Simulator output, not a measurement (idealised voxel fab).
The document below concerns the process module designated voxel capacitor over wiring.
Shown is cross-section cut, with a width of 155 nm and square cells of size 5 nm.
A cross-section is a grid of square cells, given in bands from the top down. A band is one or more rows of cells.
Quick guide to a band line: top height, bottom height (nm) up front; then every material left to right with its width in nm. Only one material and it's marked "throughout"? Then it fills the band edge to edge. And "empty" just means empty space.
Height datum 0, below which the as-received substrate wafer is one material. Lowest band open at the bottom, running downward: "0 -> down".
The notation "30->40" denotes a width that varies across the rows of cells in the band, beginning at the first number in the top row, finishing at the second number in the bottom row, and changing by an identical amount from each row to the next.
For the purposes of this document, the phrase "nothing was modified" attached to a step denotes that no cell within the cross-section was modified by that step.
Empty spaces without an open route to the top, at least 8 cells in extent, make up the entry "Trapped cavities"; each is given as width x height at distance, where the distance is measured from the left edge, and all are in nm.
On each step's line, the part that comes after the settings is the simulator's own comment on the step.
overlay nm: mask offset rightward from planned place, masked step; negative means leftward offset.
In what follows, pairs of cross-sections are presented, each taken before and after one process step, with the after cross-section shown only down to the lowest band that was altered; the step, together with its settings, is stated below the pair. The pairs may stem from different runs of this module on the same starting wafer; accordingly, a pair should be taken as continuing from the one above it solely where its entry headed "Prior to step" indicates as much.
[Prior to step]
> 0 -> down  Si throughout
> Trapped cavities: none
[Cross-Section After Step]
> 10 -> 0  SiO2 throughout
> Everything below 0 is unchanged.
> Trapped cavities: none
Quick note on the step between the two cross-sections above: CONFORMAL_DEP | material SiO2 | thk nm 10
Prior to step: the pre-step structure is the one depicted after the step in the pair just above.
[Cross-Section After Step]
> 15 -> 10  SiN throughout
> Everything below 10 is unchanged.
> Trapped cavities: none
Quick note on the step between the two cross-sections above: CONFORMAL_DEP | material SiN | thk nm 5
Prior to step: the pre-step structure is the one depicted after the step in the pair just above.
[Cross-Section After Step]
> 40 -> 15  SiO2 throughout
> Everything below 15 is unchanged.
> Trapped cavities: none
Quick note on the step between the two cross-sections above: DIRECTIONAL_DEP | material SiO2 | thk nm 25
Prior to step: the pre-step structure is the one depicted after the step in the pair just above.
[Cross-Section After Step]
> 55 -> 40  aC throughout
> Everything below 40 is unchanged.
> Trapped cavities: none
Quick note on the step between the two cross-sections above: DIRECTIONAL_DEP | material aC | thk nm 15
Prior to step: the pre-step structure is the one depicted after the step in the pair just above.
[Cross-Section After Step]
> 85 -> 55  resist 25 nm, then empty 20 nm, then resist 65 nm, then empty 20 nm, then resist 25 nm
> Everything below 55 is unchanged.
> Trapped cavities: none
Quick note on the step between the two cross-sections above: PATTERN | tone open | mask id METAL_1 | material resist | width nm 20 | pitch nm 85 | thk nm 30 | overlay nm 0
Prior to step: the pre-step structure is the one depicted after the step in the pair just above.
[Cross-Section After Step]
> 70 -> 55  resist 25 nm, then empty 20 nm, then resist 65 nm, then empty 20 nm, then resist 25 nm
> 55 -> 40  aC 25 nm, then empty 20 nm, then aC 65 nm, then empty 20 nm, then aC 25 nm
> Everything below 40 is unchanged.
> Trapped cavities: none
Quick note on the step between the two cross-sections above: DIRECTIONAL_ETCH | etch materials aC | depth nm 15
Prior to step: the pre-step structure is the one depicted after the step in the pair just above.
[Cross-Section After Step]
> 55 -> 40  aC 25 nm, then empty 20 nm, then aC 65 nm, then empty 20 nm, then aC 25 nm
> Everything below 40 is unchanged.
> Trapped cavities: none
Quick note on the step between the two cross-sections above: STRIP | etch materials resist
Prior to step: the pre-step structure is the one depicted after the step in the pair just above.
[Cross-Section After Step]
> 55 -> 40  aC 25 nm, then empty 20 nm, then aC 65 nm, then empty 20 nm, then aC 25 nm
> 40 -> 15  SiO2 25 nm, then empty 20 nm, then SiO2 65 nm, then empty 20 nm, then SiO2 25 nm
> Everything below 15 is unchanged.
> Trapped cavities: none
Quick note on the step between the two cross-sections above: DIRECTIONAL_ETCH | etch materials SiO2 | depth nm 25
Prior to step: the pre-step structure is the one depicted after the step in the pair just above.
[Cross-Section After Step]
> 55 -> 40  aC 25 nm, then empty 20 nm, then aC 65 nm, then empty 20 nm, then aC 25 nm
> 40 -> 15  SiO2 25 nm, then empty 20 nm, then SiO2 65 nm, then empty 20 nm, then SiO2 25 nm
> 15 -> 10  SiN 25 nm, then empty 20 nm, then SiN 65 nm, then empty 20 nm, then SiN 25 nm
> Everything below 10 is unchanged.
> Trapped cavities: none
Quick note on the step between the two cross-sections above: DIRECTIONAL_ETCH | etch materials SiN | depth nm 5
Prior to step: the pre-step structure is the one depicted after the step in the pair just above.
[Cross-Section After Step]
> 40 -> 15  SiO2 25 nm, then empty 20 nm, then SiO2 65 nm, then empty 20 nm, then SiO2 25 nm
> Everything below 15 is unchanged.
> Trapped cavities: none
Quick note on the step between the two cross-sections above: STRIP | etch materials aC
Prior to step: the pre-step structure is the one depicted after the step in the pair just above.
[Cross-Section After Step]
> 45 -> 40  TiN 30 nm, then empty 10 nm, then TiN 75 nm, then empty 10 nm, then TiN 30 nm
> 40 -> 15  SiO2 25 nm, then TiN 5 nm, then empty 10 nm, then TiN 5 nm, then SiO2 65 nm, then TiN 5 nm, then empty 10 nm, then TiN 5 nm, then SiO2 25 nm
> 15 -> 10  SiN 25 nm, then TiN 20 nm, then SiN 65 nm, then TiN 20 nm, then SiN 25 nm
> Everything below 10 is unchanged.
> Trapped cavities: none
Quick note on the step between the two cross-sections above: CONFORMAL_DEP | material TiN | thk nm 5
Prior to step: the pre-step structure is the one depicted after the step in the pair just above.
[Cross-Section After Step]
> 50 -> 45  Cu throughout
> 45 -> 40  TiN 30 nm, then Cu 10 nm, then TiN 75 nm, then Cu 10 nm, then TiN 30 nm
> 40 -> 15  SiO2 25 nm, then TiN 5 nm, then Cu 10 nm, then TiN 5 nm, then SiO2 65 nm, then TiN 5 nm, then Cu 10 nm, then TiN 5 nm, then SiO2 25 nm
> Everything below 15 is unchanged.
> Trapped cavities: none
Quick note on the step between the two cross-sections above: FILL_DEP | material Cu | thk nm 5
Prior to step: the pre-step structure is the one depicted after the step in the pair just above.
[Cross-Section After Step]
> 40 -> 15  SiO2 25 nm, then TiN 5 nm, then Cu 10 nm, then TiN 5 nm, then SiO2 65 nm, then TiN 5 nm, then Cu 10 nm, then TiN 5 nm, then SiO2 25 nm
> Everything below 15 is unchanged.
> Trapped cavities: none
Quick note on the step between the two cross-sections above: CMP | height nm 40
Prior to step: the pre-step structure is the one depicted after the step in the pair just above.
[Cross-Section After Step]
> 45 -> 40  SiCN throughout
> Everything below 40 is unchanged.
> Trapped cavities: none
Quick note on the step between the two cross-sections above: CONFORMAL_DEP | material SiCN | thk nm 5
Prior to step: the pre-step structure is the one depicted after the step in the pair just above.
[Cross-Section After Step]
> 60 -> 45  SiO2 throughout
> Everything below 45 is unchanged.
> Trapped cavities: none
Quick note on the step between the two cross-sections above: DIRECTIONAL_DEP | material SiO2 | thk nm 15
Prior to step: the pre-step structure is the one depicted after the step in the pair just above.
[Cross-Section After Step]
> 75 -> 60  aC throughout
> Everything below 60 is unchanged.
> Trapped cavities: none
Quick note on the step between the two cross-sections above: DIRECTIONAL_DEP | material aC | thk nm 15
Prior to step: the pre-step structure is the one depicted after the step in the pair just above.
[Cross-Section After Step]
> 105 -> 75  resist 30 nm, then empty 15 nm, then resist 110 nm
> Everything below 75 is unchanged.
> Trapped cavities: none
Quick note on the step between the two cross-sections above: PATTERN | tone open | mask id PLUG_1 | material resist | width nm 15 | thk nm 30 | overlay nm 0
Prior to step: the pre-step structure is the one depicted after the step in the pair just above.
[Cross-Section After Step]
> 90 -> 75  resist 30 nm, then empty 15 nm, then resist 110 nm
> 75 -> 60  aC 30 nm, then empty 15 nm, then aC 110 nm
> Everything below 60 is unchanged.
> Trapped cavities: none
Quick note on the step between the two cross-sections above: DIRECTIONAL_ETCH | etch materials aC | depth nm 15
Prior to step: the pre-step structure is the one depicted after the step in the pair just above.
[Cross-Section After Step]
> 75 -> 60  aC 30 nm, then empty 15 nm, then aC 110 nm
> Everything below 60 is unchanged.
> Trapped cavities: none
Quick note on the step between the two cross-sections above: STRIP | etch materials resist
Prior to step: the pre-step structure is the one depicted after the step in the pair just above.
[Cross-Section After Step]
> 75 -> 60  aC 30 nm, then empty 15 nm, then aC 110 nm
> 60 -> 45  SiO2 30 nm, then empty 15 nm, then SiO2 110 nm
> Everything below 45 is unchanged.
> Trapped cavities: none
Quick note on the step between the two cross-sections above: DIRECTIONAL_ETCH | etch materials SiO2 | depth nm 15
Prior to step: the pre-step structure is the one depicted after the step in the pair just above.
[Cross-Section After Step]
> 75 -> 60  aC 30 nm, then empty 15 nm, then aC 110 nm
> 60 -> 45  SiO2 30 nm, then empty 15 nm, then SiO2 110 nm
> 45 -> 40  SiCN 30 nm, then empty 15 nm, then SiCN 110 nm
> Everything below 40 is unchanged.
> Trapped cavities: none
Quick note on the step between the two cross-sections above: DIRECTIONAL_ETCH | etch materials SiCN | depth nm 5
Prior to step: the pre-step structure is the one depicted after the step in the pair just above.
[Cross-Section After Step]
> 60 -> 45  SiO2 30 nm, then empty 15 nm, then SiO2 110 nm
> Everything below 45 is unchanged.
> Trapped cavities: none
Quick note on the step between the two cross-sections above: STRIP | etch materials aC
Prior to step: the pre-step structure is the one depicted after the step in the pair just above.
[Cross-Section After Step]
> 60 -> 50  SiO2 30 nm, then empty 15 nm, then SiO2 110 nm
> 50 -> 45  SiO2 30 nm, then Ru 15 nm, then SiO2 110 nm
> 45 -> 40  SiCN 30 nm, then Ru 15 nm, then SiCN 110 nm
> Everything below 40 is unchanged.
> Trapped cavities: none
Quick note on the step between the two cross-sections above: EPI | material Ru | thk nm 10
Prior to step: the pre-step structure is the one depicted after the step in the pair just above.
[Cross-Section After Step]
> 60 -> 45  SiO2 30 nm, then Ru 15 nm, then SiO2 110 nm
> Everything below 45 is unchanged.
> Trapped cavities: none
Quick note on the step between the two cross-sections above: EPI | material Ru | thk nm 10
Prior to step: the pre-step structure is the one depicted after the step in the pair just above.
[Cross-Section After Step]
> 70 -> 60  TiN throughout
> Everything below 60 is unchanged.
> Trapped cavities: none
Quick note on the step between the two cross-sections above: DIRECTIONAL_DEP | material TiN | thk nm 10
Prior to step: the pre-step structure is the one depicted after the step in the pair just above.
[Cross-Section After Step]
> 75 -> 70  SiN throughout
> Everything below 70 is unchanged.
> Trapped cavities: none
Quick note on the step between the two cross-sections above: DIRECTIONAL_DEP | material SiN | thk nm 5
Prior to step: the pre-step structure is the one depicted after the step in the pair just above.
[Cross-Section After Step]
> 80 -> 75  TiN throughout
> Everything below 75 is unchanged.
> Trapped cavities: none
Quick note on the step between the two cross-sections above: DIRECTIONAL_DEP | material TiN | thk nm 5
Prior to step: the pre-step structure is the one depicted after the step in the pair just above.
[Cross-Section After Step]
> 95 -> 80  empty 30 nm, then resist 70 nm, then empty 55 nm
> Everything below 80 is unchanged.
> Trapped cavities: none
Quick note on the step between the two cross-sections above: PATTERN | tone cover | mask id UPPER_PLATE | material resist | width nm 70 | thk nm 15 | overlay nm 0
Prior to step: the pre-step structure is the one depicted after the step in the pair just above.
[Cross-Section After Step]
> 95 -> 80  empty 30 nm, then resist 70 nm, then empty 55 nm
> 80 -> 75  empty 30 nm, then TiN 70 nm, then empty 55 nm
> Everything below 75 is unchanged.
> Trapped cavities: none
Quick note on the step between the two cross-sections above: DIRECTIONAL_ETCH | etch materials TiN | depth nm 5
Prior to step: the pre-step structure is the one depicted after the step in the pair just above.
[Cross-Section After Step]
> 95 -> 80  empty 30 nm, then resist 70 nm, then empty 55 nm
> 80 -> 75  empty 30 nm, then TiN 70 nm, then empty 55 nm
> 75 -> 70  empty 30 nm, then SiN 70 nm, then empty 55 nm
> Everything below 70 is unchanged.
> Trapped cavities: none
Quick note on the step between the two cross-sections above: DIRECTIONAL_ETCH | etch materials SiN | depth nm 5
Prior to step: the pre-step structure is the one depicted after the step in the pair just above.
[Cross-Section After Step]
> 80 -> 75  empty 30 nm, then TiN 70 nm, then empty 55 nm
> Everything below 75 is unchanged.
> Trapped cavities: none
Quick note on the step between the two cross-sections above: STRIP | etch materials resist
Prior to step: the pre-step structure is the one depicted after the step in the pair just above.
[Cross-Section After Step]
> 80 -> 75  empty 30 nm, then TiN 70 nm, then empty 55 nm
> 75 -> 70  empty 30 nm, then SiN 70 nm, then empty 55 nm
> 70 -> 60  empty 25 nm, then TiN 80 nm, then empty 50 nm
> Everything below 60 is unchanged.
> Trapped cavities: none
Quick note on the step between the two cross-sections above: MASKED_ETCH | tone cover | mask id LOWER_PLATE | width nm 80 | etch materials TiN | depth nm 10 | overlay nm 0
Prior to step: the pre-step structure is the one depicted after the step in the pair just above.
[Cross-Section After Step]
> 95 -> 80  SiO2 throughout
> 80 -> 75  SiO2 30 nm, then TiN 70 nm, then SiO2 55 nm
> 75 -> 70  SiO2 30 nm, then SiN 70 nm, then SiO2 55 nm
> 70 -> 60  SiO2 25 nm, then TiN 80 nm, then SiO2 50 nm
> Everything below 60 is unchanged.
> Trapped cavities: none
Quick note on the step between the two cross-sections above: FILL_DEP | material SiO2 | thk nm 15
Prior to step: the pre-step structure is the one depicted after the step in the pair just above.
[Cross-Section After Step]
> 90 -> 80  SiO2 throughout
> Everything below 80 is unchanged.
> Trapped cavities: none
Quick note on the step between the two cross-sections above: CMP | height nm 90
Prior to step: the pre-step structure is the one depicted after the step in the pair just above.
[Cross-Section After Step]
> 90 -> 80  SiO2 40 nm, then empty 15 nm, then SiO2 100 nm
> Everything below 80 is unchanged.
> Trapped cavities: none
Quick note on the step between the two cross-sections above: MASKED_ETCH | tone open | mask id PLUG_2 | width nm 15 | etch materials SiO2 | depth nm 10 | overlay nm 0
Prior to step: the pre-step structure is the one depicted after the step in the pair just above.
[Cross-Section After Step]
> 95 -> 90  TiN 45 nm, then empty 5 nm, then TiN 105 nm
> 90 -> 85  SiO2 40 nm, then TiN 5 nm, then empty 5 nm, then TiN 5 nm, then SiO2 100 nm
> 85 -> 75  SiO2 40->30 nm, then TiN 15->70 nm, then SiO2 100->55 nm
> Everything below 75 is unchanged.
> Trapped cavities: none
Quick note on the step between the two cross-sections above: CONFORMAL_DEP | material TiN | thk nm 5
Prior to step: the pre-step structure is the one depicted after the step in the pair just above.
[Cross-Section After Step]
> 105 -> 95  Ru throughout
> 95 -> 90  TiN 45 nm, then Ru 5 nm, then TiN 105 nm
> 90 -> 85  SiO2 40 nm, then TiN 5 nm, then Ru 5 nm, then TiN 5 nm, then SiO2 100 nm
> Everything below 85 is unchanged.
> Trapped cavities: none
Quick note on the step between the two cross-sections above: FILL_DEP | material Ru | thk nm 10
Prior to step: the pre-step structure is the one depicted after the step in the pair just above.
[Cross-Section After Step]
> 90 -> 85  SiO2 40 nm, then TiN 5 nm, then Ru 5 nm, then TiN 5 nm, then SiO2 100 nm
> Everything below 85 is unchanged.
> Trapped cavities: none
Quick note on the step between the two cross-sections above: CMP | height nm 90
Prior to step: the pre-step structure is the one depicted after the step in the pair just above.
[Cross-Section After Step]
> 95 -> 90  SiCN throughout
> Everything below 90 is unchanged.
> Trapped cavities: none
Quick note on the step between the two cross-sections above: CONFORMAL_DEP | material SiCN | thk nm 5
[Prior to step]
> 105 -> 95  Ru throughout
> 95 -> 90  TiN 45 nm, then Ru 5 nm, then TiN 105 nm
> 90 -> 85  SiO2 40 nm, then TiN 5 nm, then Ru 5 nm, then TiN 5 nm, then SiO2 100 nm
> 85 -> 75  SiO2 40->30 nm, then TiN 15->70 nm, then SiO2 100->55 nm
> 75 -> 70  SiO2 30 nm, then SiN 70 nm, then SiO2 55 nm
> 70 -> 60  SiO2 25 nm, then TiN 80 nm, then SiO2 50 nm
> 60 -> 45  SiO2 30 nm, then Ru 15 nm, then SiO2 110 nm
> 45 -> 40  SiCN 30 nm, then Ru 15 nm, then SiCN 110 nm
> 40 -> 15  SiO2 25 nm, then TiN 5 nm, then Cu 10 nm, then TiN 5 nm, then SiO2 65 nm, then TiN 5 nm, then Cu 10 nm, then TiN 5 nm, then SiO2 25 nm
> 15 -> 10  SiN 25 nm, then TiN 20 nm, then SiN 65 nm, then TiN 20 nm, then SiN 25 nm
> 10 -> 0  SiO2 throughout
> 0 -> down  Si throughout
> Trapped cavities: none
[Cross-Section After Step]
> 110 -> 105  SiCN throughout
> Everything below 105 is unchanged.
> Trapped cavities: none
Quick note on the step between the two cross-sections above: CONFORMAL_DEP | material SiCN | thk nm 5
[Prior to step]
> 60 -> 45  SiO2 30 nm, then Ru 15 nm, then SiO2 110 nm
> 45 -> 40  SiCN 30 nm, then Ru 15 nm, then SiCN 110 nm
> 40 -> 15  SiO2 25 nm, then TiN 5 nm, then Cu 10 nm, then TiN 5 nm, then SiO2 65 nm, then TiN 5 nm, then Cu 10 nm, then TiN 5 nm, then SiO2 25 nm
> 15 -> 10  SiN 25 nm, then TiN 20 nm, then SiN 65 nm, then TiN 20 nm, then SiN 25 nm
> 10 -> 0  SiO2 throughout
> 0 -> down  Si throughout
> Trapped cavities: none
[Cross-Section After Step]
> 70 -> 60  empty 20 nm, then Ru 35 nm, then empty 100 nm
> Everything below 60 is unchanged.
> Trapped cavities: none
Quick note on the step between the two cross-sections above: EPI | material Ru | thk nm 10
Prior to step: the pre-step structure is the one depicted after the step in the pair just above.
[Cross-Section After Step]
> 80 -> 70  empty 20 nm, then TiN 35 nm, then empty 100 nm
> 70 -> 60  TiN 20 nm, then Ru 35 nm, then TiN 100 nm
> Everything below 60 is unchanged.
> Trapped cavities: none
Quick note on the step between the two cross-sections above: DIRECTIONAL_DEP | material TiN | thk nm 10
Prior to step: the pre-step structure is the one depicted after the step in the pair just above.
[Cross-Section After Step]
> 85 -> 80  empty 20 nm, then SiN 35 nm, then empty 100 nm
> 80 -> 75  empty 20 nm, then TiN 35 nm, then empty 100 nm
> 75 -> 70  SiN 20 nm, then TiN 35 nm, then SiN 100 nm
> Everything below 70 is unchanged.
> Trapped cavities: none
Quick note on the step between the two cross-sections above: DIRECTIONAL_DEP | material SiN | thk nm 5
Prior to step: the pre-step structure is the one depicted after the step in the pair just above.
[Cross-Section After Step]
> 90 -> 85  empty 20 nm, then TiN 35 nm, then empty 100 nm
> 85 -> 80  empty 20 nm, then SiN 35 nm, then empty 100 nm
> 80 -> 75  TiN throughout
> Everything below 75 is unchanged.
> Trapped cavities: none
Quick note on the step between the two cross-sections above: DIRECTIONAL_DEP | material TiN | thk nm 5
Prior to step: the pre-step structure is the one depicted after the step in the pair just above.
[Cross-Section After Step]
> 105 -> 90  empty 30 nm, then resist 70 nm, then empty 55 nm
> 90 -> 85  empty 20 nm, then TiN 35 nm, then resist 45 nm, then empty 55 nm
> 85 -> 80  empty 20 nm, then SiN 35 nm, then resist 45 nm, then empty 55 nm
> Everything below 80 is unchanged.
> Trapped cavities: none
Quick note on the step between the two cross-sections above: PATTERN | tone cover | mask id UPPER_PLATE | material resist | width nm 70 | thk nm 15 | overlay nm 0
Prior to step: the pre-step structure is the one depicted after the step in the pair just above.
[Cross-Section After Step]
> 105 -> 90  empty 30 nm, then resist 70 nm, then empty 55 nm
> 90 -> 85  empty 30 nm, then TiN 25 nm, then resist 45 nm, then empty 55 nm
> 85 -> 80  empty 20 nm, then SiN 35 nm, then resist 45 nm, then empty 55 nm
> 80 -> 75  empty 20 nm, then TiN 80 nm, then empty 55 nm
> Everything below 75 is unchanged.
> Trapped cavities: none
Quick note on the step between the two cross-sections above: DIRECTIONAL_ETCH | etch materials TiN | depth nm 5
Prior to step: the pre-step structure is the one depicted after the step in the pair just above.
[Cross-Section After Step]
> 105 -> 90  empty 30 nm, then resist 70 nm, then empty 55 nm
> 90 -> 85  empty 30 nm, then TiN 25 nm, then resist 45 nm, then empty 55 nm
> 85 -> 80  empty 30 nm, then SiN 25 nm, then resist 45 nm, then empty 55 nm
> 80 -> 75  empty 20 nm, then TiN 80 nm, then empty 55 nm
> 75 -> 70  empty 20 nm, then TiN 35 nm, then SiN 45 nm, then empty 55 nm
> Everything below 70 is unchanged.
> Trapped cavities: none
Quick note on the step between the two cross-sections above: DIRECTIONAL_ETCH | etch materials SiN | depth nm 5
Prior to step: the pre-step structure is the one depicted after the step in the pair just above.
[Cross-Section After Step]
> 90 -> 85  empty 30 nm, then TiN 25 nm, then empty 100 nm
> 85 -> 80  empty 30 nm, then SiN 25 nm, then empty 100 nm
> Everything below 80 is unchanged.
> Trapped cavities: none
Quick note on the step between the two cross-sections above: STRIP | etch materials resist
Prior to step: the pre-step structure is the one depicted after the step in the pair just above.
[Cross-Section After Step]
> 90 -> 85  empty 30 nm, then TiN 25 nm, then empty 100 nm
> 85 -> 80  empty 30 nm, then SiN 25 nm, then empty 100 nm
> 80 -> 75  empty 25 nm, then TiN 75 nm, then empty 55 nm
> 75 -> 70  empty 25 nm, then TiN 30 nm, then SiN 45 nm, then empty 55 nm
> 70 -> 60  empty 20 nm, then Ru 35 nm, then TiN 50 nm, then empty 50 nm
> Everything below 60 is unchanged.
> Trapped cavities: none
Quick note on the step between the two cross-sections above: MASKED_ETCH | tone cover | mask id LOWER_PLATE | width nm 80 | etch materials TiN | depth nm 10 | overlay nm 0
Prior to step: the pre-step structure is the one depicted after the step in the pair just above.
[Cross-Section After Step]
> 105 -> 90  SiO2 throughout
> 90 -> 85  SiO2 30 nm, then TiN 25 nm, then SiO2 100 nm
> 85 -> 80  SiO2 30 nm, then SiN 25 nm, then SiO2 100 nm
> 80 -> 75  SiO2 25 nm, then TiN 75 nm, then SiO2 55 nm
> 75 -> 70  SiO2 25 nm, then TiN 30 nm, then SiN 45 nm, then SiO2 55 nm
> 70 -> 60  SiO2 20 nm, then Ru 35 nm, then TiN 50 nm, then SiO2 50 nm
> Everything below 60 is unchanged.
> Trapped cavities: none
Quick note on the step between the two cross-sections above: FILL_DEP | material SiO2 | thk nm 15
Prior to step: the pre-step structure is the one depicted after the step in the pair just above.
[Cross-Section After Step]
> 90 -> 85  SiO2 30 nm, then TiN 25 nm, then SiO2 100 nm
> Everything below 85 is unchanged.
> Trapped cavities: none
Quick note on the step between the two cross-sections above: CMP | height nm 90
Prior to step: the pre-step structure is the one depicted after the step in the pair just above.
[Cross-Section After Step]
> 95 -> 90  TiN throughout
> Everything below 90 is unchanged.
> Trapped cavities: none
Quick note on the step between the two cross-sections above: CONFORMAL_DEP | material TiN | thk nm 5
Prior to step: the pre-step structure is the one depicted after the step in the pair just above.
[Cross-Section After Step]
> 105 -> 95  Ru throughout
> Everything below 95 is unchanged.
> Trapped cavities: none
Quick note on the step between the two cross-sections above: FILL_DEP | material Ru | thk nm 10
Prior to step: the pre-step structure is the one depicted after the step in the pair just above.
[Cross-Section After Step]
> 90 -> 85  SiO2 30 nm, then TiN 25 nm, then SiO2 100 nm
> Everything below 85 is unchanged.
> Trapped cavities: none
Quick note on the step between the two cross-sections above: CMP | height nm 90
Prior to step: the pre-step structure is the one depicted after the step in the pair just above.
[Cross-Section After Step]
> 95 -> 90  SiCN throughout
> Everything below 90 is unchanged.
> Trapped cavities: none
Quick note on the step between the two cross-sections above: CONFORMAL_DEP | material SiCN | thk nm 5
[Prior to step]
> 0 -> down  Si throughout
> Trapped cavities: none
[Cross-Section After Step]
> 5 -> 0  SiN throughout
> Everything below 0 is unchanged.
> Trapped cavities: none
Quick note on the step between the two cross-sections above: CONFORMAL_DEP | material SiN | thk nm 5
Prior to step: the pre-step structure is the one depicted after the step in the pair just above.
[Cross-Section After Step]
> 15 -> 5  SiO2 throughout
> Everything below 5 is unchanged.
> Trapped cavities: none
Quick note on the step between the two cross-sections above: CONFORMAL_DEP | material SiO2 | thk nm 10
Prior to step: the pre-step structure is the one depicted after the step in the pair just above.
[Cross-Section After Step]
> 40 -> 5  SiO2 throughout
> Everything below 5 is unchanged.
> Trapped cavities: none
Quick note on the step between the two cross-sections above: DIRECTIONAL_DEP | material SiO2 | thk nm 25
Prior to step: the pre-step structure is the one depicted after the step in the pair just above.
[Cross-Section After Step]
> 55 -> 40  aC throughout
> Everything below 40 is unchanged.
> Trapped cavities: none
Quick note on the step between the two cross-sections above: DIRECTIONAL_DEP | material aC | thk nm 15
Prior to step: the pre-step structure is the one depicted after the step in the pair just above.
[Cross-Section After Step]
> 85 -> 55  resist 25 nm, then empty 20 nm, then resist 65 nm, then empty 20 nm, then resist 25 nm
> Everything below 55 is unchanged.
> Trapped cavities: none
Quick note on the step between the two cross-sections above: PATTERN | tone open | mask id METAL_1 | material resist | width nm 20 | pitch nm 85 | thk nm 30 | overlay nm 0
Prior to step: the pre-step structure is the one depicted after the step in the pair just above.
[Cross-Section After Step]
> 70 -> 55  resist 25 nm, then empty 20 nm, then resist 65 nm, then empty 20 nm, then resist 25 nm
> 55 -> 40  aC 25 nm, then empty 20 nm, then aC 65 nm, then empty 20 nm, then aC 25 nm
> Everything below 40 is unchanged.
> Trapped cavities: none
Quick note on the step between the two cross-sections above: DIRECTIONAL_ETCH | etch materials aC | depth nm 15
Prior to step: the pre-step structure is the one depicted after the step in the pair just above.
[Cross-Section After Step]
> 55 -> 40  aC 25 nm, then empty 20 nm, then aC 65 nm, then empty 20 nm, then aC 25 nm
> Everything below 40 is unchanged.
> Trapped cavities: none
Quick note on the step between the two cross-sections above: STRIP | etch materials resist
Prior to step: the pre-step structure is the one depicted after the step in the pair just above.
[Cross-Section After Step]
> 55 -> 40  aC 25 nm, then empty 20 nm, then aC 65 nm, then empty 20 nm, then aC 25 nm
> 40 -> 15  SiO2 25 nm, then empty 20 nm, then SiO2 65 nm, then empty 20 nm, then SiO2 25 nm
> Everything below 15 is unchanged.
> Trapped cavities: none
Quick note on the step between the two cross-sections above: DIRECTIONAL_ETCH | etch materials SiO2 | depth nm 25
Prior to step: the pre-step structure is the one depicted after the step in the pair just above.
[Cross-Section After Step]
> 40 -> 15  SiO2 25 nm, then empty 20 nm, then SiO2 65 nm, then empty 20 nm, then SiO2 25 nm
> Everything below 15 is unchanged.
> Trapped cavities: none
Quick note on the step between the two cross-sections above: STRIP | etch materials aC
Prior to step: the pre-step structure is the one depicted after the step in the pair just above.
[Cross-Section After Step]
> 45 -> 40  TiN 30 nm, then empty 10 nm, then TiN 75 nm, then empty 10 nm, then TiN 30 nm
> 40 -> 20  SiO2 25 nm, then TiN 5 nm, then empty 10 nm, then TiN 5 nm, then SiO2 65 nm, then TiN 5 nm, then empty 10 nm, then TiN 5 nm, then SiO2 25 nm
> 20 -> 15  SiO2 25 nm, then TiN 20 nm, then SiO2 65 nm, then TiN 20 nm, then SiO2 25 nm
> Everything below 15 is unchanged.
> Trapped cavities: none
Quick note on the step between the two cross-sections above: CONFORMAL_DEP | material TiN | thk nm 5
Prior to step: the pre-step structure is the one depicted after the step in the pair just above.
[Cross-Section After Step]
> 50 -> 45  Cu throughout
> 45 -> 40  TiN 30 nm, then Cu 10 nm, then TiN 75 nm, then Cu 10 nm, then TiN 30 nm
> 40 -> 20  SiO2 25 nm, then TiN 5 nm, then Cu 10 nm, then TiN 5 nm, then SiO2 65 nm, then TiN 5 nm, then Cu 10 nm, then TiN 5 nm, then SiO2 25 nm
> Everything below 20 is unchanged.
> Trapped cavities: none
Quick note on the step between the two cross-sections above: FILL_DEP | material Cu | thk nm 5
Prior to step: the pre-step structure is the one depicted after the step in the pair just above.
[Cross-Section After Step]
> 40 -> 20  SiO2 25 nm, then TiN 5 nm, then Cu 10 nm, then TiN 5 nm, then SiO2 65 nm, then TiN 5 nm, then Cu 10 nm, then TiN 5 nm, then SiO2 25 nm
> Everything below 20 is unchanged.
> Trapped cavities: none
Quick note on the step between the two cross-sections above: CMP | height nm 40
Prior to step: the pre-step structure is the one depicted after the step in the pair just above.
[Cross-Section After Step]
> 45 -> 40  SiCN throughout
> Everything below 40 is unchanged.
> Trapped cavities: none
Quick note on the step between the two cross-sections above: CONFORMAL_DEP | material SiCN | thk nm 5
Prior to step: the pre-step structure is the one depicted after the step in the pair just above.
[Cross-Section After Step]
> 60 -> 45  SiO2 throughout
> Everything below 45 is unchanged.
> Trapped cavities: none
Quick note on the step between the two cross-sections above: DIRECTIONAL_DEP | material SiO2 | thk nm 15
Prior to step: the pre-step structure is the one depicted after the step in the pair just above.
[Cross-Section After Step]
> 75 -> 60  aC throughout
> Everything below 60 is unchanged.
> Trapped cavities: none
Quick note on the step between the two cross-sections above: DIRECTIONAL_DEP | material aC | thk nm 15
Prior to step: the pre-step structure is the one depicted after the step in the pair just above.
[Cross-Section After Step]
> 105 -> 75  resist 30 nm, then empty 15 nm, then resist 110 nm
> Everything below 75 is unchanged.
> Trapped cavities: none
Quick note on the step between the two cross-sections above: PATTERN | tone open | mask id PLUG_1 | material resist | width nm 15 | thk nm 30 | overlay nm 0
Prior to step: the pre-step structure is the one depicted after the step in the pair just above.
[Cross-Section After Step]
> 90 -> 75  resist 30 nm, then empty 15 nm, then resist 110 nm
> 75 -> 60  aC 30 nm, then empty 15 nm, then aC 110 nm
> Everything below 60 is unchanged.
> Trapped cavities: none
Quick note on the step between the two cross-sections above: DIRECTIONAL_ETCH | etch materials aC | depth nm 15
Prior to step: the pre-step structure is the one depicted after the step in the pair just above.
[Cross-Section After Step]
> 75 -> 60  aC 30 nm, then empty 15 nm, then aC 110 nm
> Everything below 60 is unchanged.
> Trapped cavities: none
Quick note on the step between the two cross-sections above: STRIP | etch materials resist
Prior to step: the pre-step structure is the one depicted after the step in the pair just above.
[Cross-Section After Step]
> 75 -> 60  aC 30 nm, then empty 15 nm, then aC 110 nm
> 60 -> 45  SiO2 30 nm, then empty 15 nm, then SiO2 110 nm
> Everything below 45 is unchanged.
> Trapped cavities: none
Quick note on the step between the two cross-sections above: DIRECTIONAL_ETCH | etch materials SiO2 | depth nm 15
Prior to step: the pre-step structure is the one depicted after the step in the pair just above.
[Cross-Section After Step]
> 75 -> 60  aC 30 nm, then empty 15 nm, then aC 110 nm
> 60 -> 45  SiO2 30 nm, then empty 15 nm, then SiO2 110 nm
> 45 -> 40  SiCN 30 nm, then empty 15 nm, then SiCN 110 nm
> Everything below 40 is unchanged.
> Trapped cavities: none
Quick note on the step between the two cross-sections above: DIRECTIONAL_ETCH | etch materials SiCN | depth nm 5
Prior to step: the pre-step structure is the one depicted after the step in the pair just above.
[Cross-Section After Step]
> 60 -> 45  SiO2 30 nm, then empty 15 nm, then SiO2 110 nm
> Everything below 45 is unchanged.
> Trapped cavities: none
Quick note on the step between the two cross-sections above: STRIP | etch materials aC
